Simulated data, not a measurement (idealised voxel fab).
You're looking at the process module voxel capacitor over wiring.
Square cell edge 5 nm, section width 295 nm, ID cut.
This document writes a cross-section as a grid whose cells are square, and gives it as bands, listed from the top down; one or more rows of cells form a band.
For a band, the entry starts with two heights in nm, that of the top and then that of the bottom, and carries on with the band's materials in order from left to right, each alongside its width in nm; the word "edge to edge" beside a single material means it fills the band edge to edge, and "empty" means empty space.
All heights in this document are referenced to 0, defined as the level beneath which the wafer, as received, consists entirely of one material. The lowest band is not bounded below; it extends indefinitely downward and is written in the form "0 nm and below".
A width given as "30->40" starts at the first number in the band's top row and ends at the second number in its bottom row, shifting by an equal amount at every step from row to row.
A step reported as "nothing different" is a step in which no cell of the cross-section changed.
"Completely sealed voids" lists enclosed empty spaces (at least 8 cells, no open path upward to the top), each as width x height at distance from the left edge, in nm.
If you see something after the settings on a step's line, that's the simulator's own remark about that step.
When a step includes a mask, the "overlay nm" setting on its line states how far to the right of its planned place that mask lay, and negative values state how far to the left.
**These are the steps we planned for the process**
1,RECEIVE [material Si]
2,CONFORMAL_DEP [material SiO2] [thk nm 15]
3,DIRECTIONAL_DEP [material TiN] [thk nm 5]
4,DIRECTIONAL_DEP [material W] [thk nm 25]
5,MASKED_ETCH [tone cover] [mask id METAL_1] [width nm 25] [pitch nm 90] [etch materials W] [depth nm 25] [overlay nm 0]
6,MASKED_ETCH [tone cover] [mask id METAL_1] [width nm 25] [pitch nm 90] [etch materials TiN] [depth nm 5] [overlay nm 0]
7,FILL_DEP [material SiO2] [thk nm 5]
8,CMP [height nm 45]
9,CONFORMAL_DEP [material SiCN] [thk nm 5]
10,DIRECTIONAL_DEP [material SiO2] [thk nm 10]
11,PATTERN [tone open] [mask id PLUG_1] [material resist] [width nm 15] [thk nm 15] [overlay nm 0]
12,DIRECTIONAL_ETCH [etch materials SiO2] [depth nm 10]
13,DIRECTIONAL_ETCH [etch materials SiCN] [depth nm 5]
14,STRIP [etch materials resist]
15,EPI [material Ru] [thk nm 10]
16,EPI [material Ru] [thk nm 5]
17,DIRECTIONAL_DEP [material TiN] [thk nm 5]
18,DIRECTIONAL_DEP [material Al2O3] [thk nm 5]
19,DIRECTIONAL_DEP [material TiN] [thk nm 10]
20,PATTERN [tone cover] [mask id UPPER_PLATE] [material resist] [width nm 60] [thk nm 15] [overlay nm 0]
21,DIRECTIONAL_ETCH [etch materials TiN] [depth nm 10]
22,DIRECTIONAL_ETCH [etch materials Al2O3] [depth nm 5]
23,STRIP [etch materials resist]
24,MASKED_ETCH [tone cover] [mask id LOWER_PLATE] [width nm 80] [etch materials TiN] [depth nm 5] [overlay nm 0]
25,FILL_DEP [material SiO2] [thk nm 20]
26,CMP [height nm 95]
27,PATTERN [tone open] [mask id PLUG_2] [material resist] [width nm 15] [thk nm 15] [overlay nm 0]
28,DIRECTIONAL_ETCH [etch materials SiO2] [depth nm 15]
29,STRIP [etch materials resist]
30,CONFORMAL_DEP [material TiN] [thk nm 5]
31,FILL_DEP [material Cu] [thk nm 10]
32,CMP [height nm 95]
33,CONFORMAL_DEP [material SiCN] [thk nm 5]
Keep in mind the plan's value for the width nm of step 20 comes from the first wafer; the wafers don't share that setting, but they do share the same starting point.
**First wafer of several, as received: cross-section after step 1**
	0 nm and below  Si edge to edge
	Completely sealed voids: none
**Where each wafer stands at the end of the module, a row apiece: cells of each material gained (+) or lost (-) since it was received, then closed voids**
width nm 60, +12 Al2O3, +2 Cu, +9 Ru, +115 SiCN, +935 SiO2, +57 TiN, +50 W, Completely sealed voids: none
width nm 65, +13 Al2O3, +2 Cu, +9 Ru, +115 SiCN, +932 SiO2, +59 TiN, +50 W, Completely sealed voids: none
width nm 70, +14 Al2O3, +2 Cu, +9 Ru, +115 SiCN, +929 SiO2, +61 TiN, +50 W, Completely sealed voids: none
width nm 75, +15 Al2O3, +2 Cu, +9 Ru, +115 SiCN, +926 SiO2, +63 TiN, +50 W, Completely sealed voids: none
width nm 80, +16 Al2O3, +2 Cu, +9 Ru, +115 SiCN, +923 SiO2, +65 TiN, +50 W, Completely sealed voids: none
width nm 85, +17 Al2O3, +2 Cu, +9 Ru, +115 SiCN, +920 SiO2, +67 TiN, +50 W, Completely sealed voids: none
